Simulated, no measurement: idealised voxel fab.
process module | voxel trench capacitor
cross-section cut | 220 nm wide | cells 5 nm
A cross-section is a grid of square cells, given in bands from the top down. A band is one or more rows of cells.
Each band's line starts with the height of the band's top and of its bottom, in nm. Then come its materials from left to right, each with its width in nm. One material with "throughout" fills the band from edge to edge. "air" is empty space.
Height 0 is the level under which the wafer as received is all one material. The lowest band goes on downwards, as in "0 down".
A width such as "30 to 40" changes by the same amount from each row of cells to the next, from the band's top row to its bottom row.
"no change" after a step means that no cell of the cross-section changed.
closed voids: empty space of 8 cells or more with no open way to the top, each as width x height at its distance from the left edge, in nm
after a step's settings: what the simulator itself notes on the step
overlay nm, on a step with a mask: how far to the right of its planned place the mask lay; to the left if negative
plan
1 op RECEIVE | material Si
2 op CONFORMAL_DEP | material SiN | thk nm 5
3 op DIRECTIONAL_DEP | material aC | thk nm 10
4 op PATTERN | tone open | mask id TRENCH | material resist | width nm 15 | pitch nm 40 | thk nm 30 | overlay nm 0
5 op DIRECTIONAL_ETCH | etch materials aC | depth nm 10
6 op STRIP | etch materials resist
7 op DIRECTIONAL_ETCH | etch materials SiN | depth nm 5
8 op DIRECTIONAL_ETCH | etch materials Si | depth nm 25
9 op STRIP | etch materials aC
10 op CONFORMAL_DEP | material SiO2 | thk nm 5
11 op FILL_DEP | material polySi | thk nm 5
12 op CMP | height nm 5
first wafer, as planned
as received, after step 1
  0 down: Si throughout
  closed voids: none
after step 2
  5 to 0: SiN throughout
  below 0: unchanged
after step 3
  15 to 5: aC throughout
  below 5: unchanged
after step 4
  45 to 15: resist 60 | air 15 | resist 25 | air 15 | resist 25 | air 15 | resist 65
  below 15: unchanged
after step 5
  35 to 15: resist 60 | air 15 | resist 25 | air 15 | resist 25 | air 15 | resist 65
  15 to 5: aC 60 | air 15 | aC 25 | air 15 | aC 25 | air 15 | aC 65
  below 5: unchanged
after step 6
  15 to 5: aC 60 | air 15 | aC 25 | air 15 | aC 25 | air 15 | aC 65
  below 5: unchanged
after step 7
  15 to 5: aC 60 | air 15 | aC 25 | air 15 | aC 25 | air 15 | aC 65
  5 to 0: SiN 60 | air 15 | SiN 25 | air 15 | SiN 25 | air 15 | SiN 65
  below 0: unchanged
after step 8
  15 to 5: aC 60 | air 15 | aC 25 | air 15 | aC 25 | air 15 | aC 65
  5 to 0: SiN 60 | air 15 | SiN 25 | air 15 | SiN 25 | air 15 | SiN 65
  0 to -25: Si 60 | air 15 | Si 25 | air 15 | Si 25 | air 15 | Si 65
  below -25: unchanged
after step 9
  5 to 0: SiN 60 | air 15 | SiN 25 | air 15 | SiN 25 | air 15 | SiN 65
  below 0: unchanged
after step 10
  10 to 5: SiO2 65 | air 5 | SiO2 35 | air 5 | SiO2 35 | air 5 | SiO2 70
  5 to 0: SiN 60 | SiO2 5 | air 5 | SiO2 5 | SiN 25 | SiO2 5 | air 5 | SiO2 5 | SiN 25 | SiO2 5 | air 5 | SiO2 5 | SiN 65
  0 to -20: Si 60 | SiO2 5 | air 5 | SiO2 5 | Si 25 | SiO2 5 | air 5 | SiO2 5 | Si 25 | SiO2 5 | air 5 | SiO2 5 | Si 65
  -20 to -25: Si 60 | SiO2 15 | Si 25 | SiO2 15 | Si 25 | SiO2 15 | Si 65
  below -25: unchanged
after step 11
  15 to 10: polySi throughout
  10 to 5: SiO2 65 | polySi 5 | SiO2 35 | polySi 5 | SiO2 35 | polySi 5 | SiO2 70
  5 to 0: SiN 60 | SiO2 5 | polySi 5 | SiO2 5 | SiN 25 | SiO2 5 | polySi 5 | SiO2 5 | SiN 25 | SiO2 5 | polySi 5 | SiO2 5 | SiN 65
  0 to -20: Si 60 | SiO2 5 | polySi 5 | SiO2 5 | Si 25 | SiO2 5 | polySi 5 | SiO2 5 | Si 25 | SiO2 5 | polySi 5 | SiO2 5 | Si 65
  below -20: unchanged
after step 12
  5 to 0: SiN 60 | SiO2 5 | polySi 5 | SiO2 5 | SiN 25 | SiO2 5 | polySi 5 | SiO2 5 | SiN 25 | SiO2 5 | polySi 5 | SiO2 5 | SiN 65
  below 0: unchanged
second wafer: like start, like plan, one mistake. Through step 3 it matches the first wafer
when step 4 should have ended
  45 to 15: air 60 | resist 15 | air 25 | resist 15 | air 25 | resist 15 | air 65
  below 15: unchanged
when step 5 should have ended
  35 to 15: air 60 | resist 15 | air 25 | resist 15 | air 25 | resist 15 | air 65
  15 to 5: air 60 | aC 15 | air 25 | aC 15 | air 25 | aC 15 | air 65
  below 5: unchanged
when step 6 should have ended
  15 to 5: air 60 | aC 15 | air 25 | aC 15 | air 25 | aC 15 | air 65
  below 5: unchanged
when step 7 should have ended
  15 to 5: air 60 | aC 15 | air 25 | aC 15 | air 25 | aC 15 | air 65
  5 to 0: air 60 | SiN 15 | air 25 | SiN 15 | air 25 | SiN 15 | air 65
  below 0: unchanged
when step 8 should have ended
  15 to 5: air 60 | aC 15 | air 25 | aC 15 | air 25 | aC 15 | air 65
  5 to 0: air 60 | SiN 15 | air 25 | SiN 15 | air 25 | SiN 15 | air 65
  0 to -25: air 60 | Si 15 | air 25 | Si 15 | air 25 | Si 15 | air 65
  below -25: unchanged
when step 9 should have ended
  5 to 0: air 60 | SiN 15 | air 25 | SiN 15 | air 25 | SiN 15 | air 65
  below 0: unchanged
when step 10 should have ended
  10 to 5: air 55 | SiO2 25 | air 15 | SiO2 25 | air 15 | SiO2 25 | air 60
  5 to 0: air 55 | SiO2 5 | SiN 15 | SiO2 5 | air 15 | SiO2 5 | SiN 15 | SiO2 5 | air 15 | SiO2 5 | SiN 15 | SiO2 5 | air 60
  0 to -20: air 55 | SiO2 5 | Si 15 | SiO2 5 | air 15 | SiO2 5 | Si 15 | SiO2 5 | air 15 | SiO2 5 | Si 15 | SiO2 5 | air 60
  -20 to -25: SiO2 60 | Si 15 | SiO2 25 | Si 15 | SiO2 25 | Si 15 | SiO2 65
  below -25: unchanged
when step 11 should have ended
  15 to 10: polySi throughout
  10 to 5: polySi 55 | SiO2 25 | polySi 15 | SiO2 25 | polySi 15 | SiO2 25 | polySi 60
  5 to 0: polySi 55 | SiO2 5 | SiN 15 | SiO2 5 | polySi 15 | SiO2 5 | SiN 15 | SiO2 5 | polySi 15 | SiO2 5 | SiN 15 | SiO2 5 | polySi 60
  0 to -20: polySi 55 | SiO2 5 | Si 15 | SiO2 5 | polySi 15 | SiO2 5 | Si 15 | SiO2 5 | polySi 15 | SiO2 5 | Si 15 | SiO2 5 | polySi 60
  below -20: unchanged
when step 12 should have ended
  5 to 0: polySi 55 | SiO2 5 | SiN 15 | SiO2 5 | polySi 15 | SiO2 5 | SiN 15 | SiO2 5 | polySi 15 | SiO2 5 | SiN 15 | SiO2 5 | polySi 60
  below 0: unchanged
what went wrong: step 4 ran as: op PATTERN | tone cover | mask id TRENCH | material resist | width nm 15 | pitch nm 40 | thk nm 30 | overlay nm 0
at the end the second wafer has, in cells: 130 fewer of Si | 26 fewer of SiN | 26 more of SiO2 | 130 more of polySi
